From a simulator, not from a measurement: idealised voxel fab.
Process module under the name voxel wiring stack
Displayed cross-section: cut, width of 165 nm, square cells sized 5 nm.
Just so we're on the same page, the cross-sections are grids of square cells, and they're listed out in bands top to bottom, each band one or more rows deep. Look at the band entry: it leads with the top's height and the bottom's height in nm. Then it lists the materials left to right, with a width in nm for each. The word "edge to edge" on a single material says that material fills the band edge to edge. The word "air" is empty space. Basically, 0 is our baseline, since under it the wafer straight out of the box is all one material. The bottom band has no lower end and keeps on going down, so it looks like "0 nm and below". The notation "30 to 40" denotes a width that varies across the rows of cells in the band, beginning at the first number in the top row, finishing at the second number in the bottom row, and changing by an identical amount from each row to the next. Where a step carries "no alterations made", the cross-section came out of it unchanged, cell for cell. This entry, "Trapped void list", enumerates those empty regions of no fewer than 8 cells that possess no open connection to the top. Each region is reported in the form width x height at distance, the distance being taken from the left edge, with all three quantities expressed in nm. Heads up: the bit after the settings on a step's line is the simulator's remark on that step. What "overlay nm" on a step's line means: if the step has a mask, that mask lay this far to the right of its planned place, or, when the value is negative, to the left.

**Steps planned for the process**
- 1: RECEIVE,material Si
- 2: CONFORMAL_DEP,material SiO2,thk nm 15
- 3: CONFORMAL_DEP,material SiN,thk nm 5
- 4: DIRECTIONAL_DEP,material lowk,thk nm 15
- 5: PATTERN,tone open,mask id METAL_1,material resist,width nm 30,pitch nm 55,thk nm 20,overlay nm 0
- 6: DIRECTIONAL_ETCH,etch materials lowk,depth nm 15
- 7: DIRECTIONAL_ETCH,etch materials SiN,depth nm 5
- 8: STRIP,etch materials resist
- 9: CONFORMAL_DEP,material TiN,thk nm 5
- 10: FILL_DEP,material W,thk nm 5
- 11: CMP,height nm 35
- 12: EPI,material Ru,thk nm 5
- 13: FILL_DEP,material SiCN,thk nm 5
- 14: DIRECTIONAL_DEP,material lowk,thk nm 30
- 15: DIRECTIONAL_DEP,material aC,thk nm 15
- 16: PATTERN,tone open,mask id METAL_2_HOLES,material resist,width nm 15,thk nm 35,overlay nm 0
- 17: DIRECTIONAL_ETCH,etch materials aC,depth nm 15
- 18: STRIP,etch materials resist
- 19: DIRECTIONAL_ETCH,etch materials lowk,depth nm 30
- 20: STRIP,etch materials aC
- 21: DIRECTIONAL_DEP,material aC,thk nm 10
- 22: PATTERN,tone open,mask id METAL_2,material resist,width nm 30,pitch nm 55,thk nm 25,overlay nm 0
- 23: DIRECTIONAL_ETCH,etch materials aC,depth nm 10
- 24: STRIP,etch materials resist
- 25: DIRECTIONAL_ETCH,etch materials lowk,depth nm 20
- 26: DIRECTIONAL_ETCH,etch materials SiCN,depth nm 5
- 27: STRIP,etch materials aC
- 28: CONFORMAL_DEP,material TiN,thk nm 5
- 29: FILL_DEP,material Cu,thk nm 10
- 30: CMP,height nm 75
- 31: CONFORMAL_DEP,material SiN,thk nm 5

**As received (post step 1): cross-section**
0 nm and below  Si edge to edge
Trapped void list: none

**Cross-section, first of two wafers, end of module, run as planned**
80 nm to 75 nm  SiN edge to edge
75 nm to 60 nm  40 lowk; 5 TiN; 20 Cu; 5 TiN; 25 lowk; 5 TiN; 20 Cu; 5 TiN; 40 lowk
60 nm to 55 nm  40 lowk; 5 TiN; 5 Cu; 20 TiN; 25 lowk; 30 TiN; 40 lowk
55 nm to 45 nm  40 lowk; 5 TiN; 5 Cu; 5 TiN; 110 lowk
45 nm to 40 nm  40 SiCN; 15 TiN; 110 SiCN
40 nm to 35 nm  35 SiCN; 40 Ru; 15 SiCN; 40 Ru; 35 SiCN
35 nm to 20 nm  40 lowk; 5 TiN; 20 W; 5 TiN; 25 lowk; 5 TiN; 20 W; 5 TiN; 40 lowk
20 nm to 15 nm  40 SiN; 30 TiN; 25 SiN; 30 TiN; 40 SiN
15 nm to 0 nm  SiO2 edge to edge
0 nm and below  Si edge to edge
Trapped void list: none

**Cross-sectional view: second of two wafers, end of module; start and plan identical to the first, one mistake in running**
80 nm to 75 nm  SiN edge to edge
75 nm to 60 nm  40 lowk; 5 TiN; 20 W; 5 TiN; 25 lowk; 5 TiN; 20 W; 5 TiN; 40 lowk
60 nm to 55 nm  40 lowk; 5 TiN; 5 W; 20 TiN; 25 lowk; 30 TiN; 40 lowk
55 nm to 45 nm  40 lowk; 5 TiN; 5 W; 5 TiN; 110 lowk
45 nm to 40 nm  40 SiCN; 15 TiN; 110 SiCN
40 nm to 35 nm  35 SiCN; 40 Ru; 15 SiCN; 40 Ru; 35 SiCN
35 nm to 20 nm  40 lowk; 5 TiN; 20 W; 5 TiN; 25 lowk; 5 TiN; 20 W; 5 TiN; 40 lowk
20 nm to 15 nm  40 SiN; 30 TiN; 25 SiN; 30 TiN; 40 SiN
15 nm to 0 nm  SiO2 edge to edge
0 nm and below  Si edge to edge
Trapped void list: none
what went wrong: step 29, actual vs plan mismatch, actual run FILL_DEP,material W,thk nm 10
Final difference in cells, second wafer against first, listed per material as more or fewer: -27 Cu | +27 W
